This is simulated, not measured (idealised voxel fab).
process module | voxel ribs on slabs
cross-section cut | 170 nm wide | cells 5 nm
A cross-section is a grid of square cells, given in bands from the top down. A band is one or more rows of cells.
Each band's line starts with the height of the band's top and of its bottom, in nm. Then come its materials from left to right, each with its width in nm. One material with "throughout" fills the band from edge to edge. "air" is empty space.
Height 0 is the level under which the wafer as received is all one material. The lowest band goes on downwards, as in "0 down".
A width such as "30 to 40" changes by the same amount from each row of cells to the next, from the band's top row to its bottom row.
"no change" after a step means that no cell of the cross-section changed.
closed voids: empty space of 8 cells or more with no open way to the top, each as width x height at its distance from the left edge, in nm
after a step's settings: what the simulator itself notes on the step
overlay nm, on a step with a mask: how far to the right of its planned place the mask lay; to the left if negative
plan
1 op RECEIVE | material Si
2 op DIRECTIONAL_DEP | material SiO2 | thk nm 30
3 op DIRECTIONAL_DEP | material polySi | thk nm 25
4 op MASKED_ETCH | tone cover | mask id RIB | width nm 30 | etch materials polySi | depth nm 15 | overlay nm 0
5 op DIRECTIONAL_DEP | material aC | thk nm 10
6 op PATTERN | tone cover | mask id SLAB | material resist | width nm 80 | thk nm 25 | overlay nm 0
7 op DIRECTIONAL_ETCH | etch materials aC | depth nm 10
8 op STRIP | etch materials resist
9 op DIRECTIONAL_ETCH | etch materials polySi | depth nm 10
10 op STRIP | etch materials aC
11 op FILL_DEP | material SiO2 | thk nm 15
12 op CMP | height nm 65
13 op DIRECTIONAL_DEP | material TiN | thk nm 10
14 op PATTERN | tone cover | mask id HEATER | material resist | width nm 40 | thk nm 15 | overlay nm 0
15 op DIRECTIONAL_ETCH | etch materials TiN | depth nm 10
16 op STRIP | etch materials resist
17 op CONFORMAL_DEP | material SiO2 | thk nm 10
first wafer, as planned
as received, after step 1
  0 down: Si throughout
  closed voids: none
after step 2
  30 to 0: SiO2 throughout
  below 0: unchanged
after step 3
  55 to 30: polySi throughout
  below 30: unchanged
after step 4
  55 to 40: air 70 | polySi 30 | air 70
  below 40: unchanged
after step 5
  65 to 55: air 70 | aC 30 | air 70
  55 to 50: air 70 | polySi 30 | air 70
  50 to 40: aC 70 | polySi 30 | aC 70
  below 40: unchanged
after step 6
  90 to 65: air 45 | resist 80 | air 45
  65 to 55: air 45 | resist 25 | aC 30 | resist 25 | air 45
  55 to 50: air 45 | resist 25 | polySi 30 | resist 25 | air 45
  below 50: unchanged
after step 7
  80 to 65: air 45 | resist 80 | air 45
  65 to 55: air 45 | resist 25 | aC 30 | resist 25 | air 45
  55 to 50: air 45 | resist 25 | polySi 30 | resist 25 | air 45
  50 to 40: air 45 | aC 25 | polySi 30 | aC 25 | air 45
  below 40: unchanged
after step 8
  65 to 55: air 70 | aC 30 | air 70
  55 to 50: air 70 | polySi 30 | air 70
  below 50: unchanged
after step 9
  65 to 55: air 70 | aC 30 | air 70
  55 to 50: air 70 | polySi 30 | air 70
  50 to 40: air 45 | aC 25 | polySi 30 | aC 25 | air 45
  40 to 30: air 45 | polySi 80 | air 45
  below 30: unchanged
after step 10
  55 to 40: air 70 | polySi 30 | air 70
  below 40: unchanged
after step 11
  70 to 55: SiO2 throughout
  55 to 40: SiO2 70 | polySi 30 | SiO2 70
  40 to 30: SiO2 45 | polySi 80 | SiO2 45
  below 30: unchanged
after step 12
  65 to 55: SiO2 throughout
  below 55: unchanged
after step 13
  75 to 65: TiN throughout
  below 65: unchanged
after step 14
  90 to 75: air 65 | resist 40 | air 65
  below 75: unchanged
after step 15
  90 to 75: air 65 | resist 40 | air 65
  75 to 65: air 65 | TiN 40 | air 65
  below 65: unchanged
after step 16
  75 to 65: air 65 | TiN 40 | air 65
  below 65: unchanged
after step 17
  85 to 75: air 55 | SiO2 60 | air 55
  75 to 65: SiO2 65 | TiN 40 | SiO2 65
  below 65: unchanged
second wafer: like start, like plan, one mistake. Through step 3 it matches the first wafer
when step 4 should have ended
  55 to 40: air 70 | polySi 35 | air 65
  below 40: unchanged
when step 5 should have ended
  65 to 55: air 70 | aC 35 | air 65
  55 to 50: air 70 | polySi 35 | air 65
  50 to 40: aC 70 | polySi 35 | aC 65
  below 40: unchanged
when step 6 should have ended
  90 to 65: air 45 | resist 80 | air 45
  65 to 55: air 45 | resist 25 | aC 35 | resist 20 | air 45
  55 to 50: air 45 | resist 25 | polySi 35 | resist 20 | air 45
  below 50: unchanged
when step 7 should have ended
  80 to 65: air 45 | resist 80 | air 45
  65 to 55: air 45 | resist 25 | aC 35 | resist 20 | air 45
  55 to 50: air 45 | resist 25 | polySi 35 | resist 20 | air 45
  50 to 40: air 45 | aC 25 | polySi 35 | aC 20 | air 45
  below 40: unchanged
when step 8 should have ended
  65 to 55: air 70 | aC 35 | air 65
  55 to 50: air 70 | polySi 35 | air 65
  below 50: unchanged
when step 9 should have ended
  65 to 55: air 70 | aC 35 | air 65
  55 to 50: air 70 | polySi 35 | air 65
  50 to 40: air 45 | aC 25 | polySi 35 | aC 20 | air 45
  40 to 30: air 45 | polySi 80 | air 45
  below 30: unchanged
when step 10 should have ended
  55 to 40: air 70 | polySi 35 | air 65
  below 40: unchanged
when step 11 should have ended
  70 to 55: SiO2 throughout
  55 to 40: SiO2 70 | polySi 35 | SiO2 65
  40 to 30: SiO2 45 | polySi 80 | SiO2 45
  below 30: unchanged
when step 12 should have ended
  65 to 55: SiO2 throughout
  below 55: unchanged
when step 13 should have ended
  75 to 65: TiN throughout
  below 65: unchanged
when step 14 should have ended
  90 to 75: air 65 | resist 40 | air 65
  below 75: unchanged
when step 15 should have ended
  90 to 75: air 65 | resist 40 | air 65
  75 to 65: air 65 | TiN 40 | air 65
  below 65: unchanged
when step 16 should have ended
  75 to 65: air 65 | TiN 40 | air 65
  below 65: unchanged
when step 17 should have ended
  85 to 75: air 55 | SiO2 60 | air 55
  75 to 65: SiO2 65 | TiN 40 | SiO2 65
  below 65: unchanged
what went wrong: step 4 ran as: op MASKED_ETCH | tone cover | mask id RIB | width nm 35 | etch materials polySi | depth nm 15 | overlay nm 0
at the end the second wafer has, in cells: 3 fewer of SiO2 | 3 more of polySi
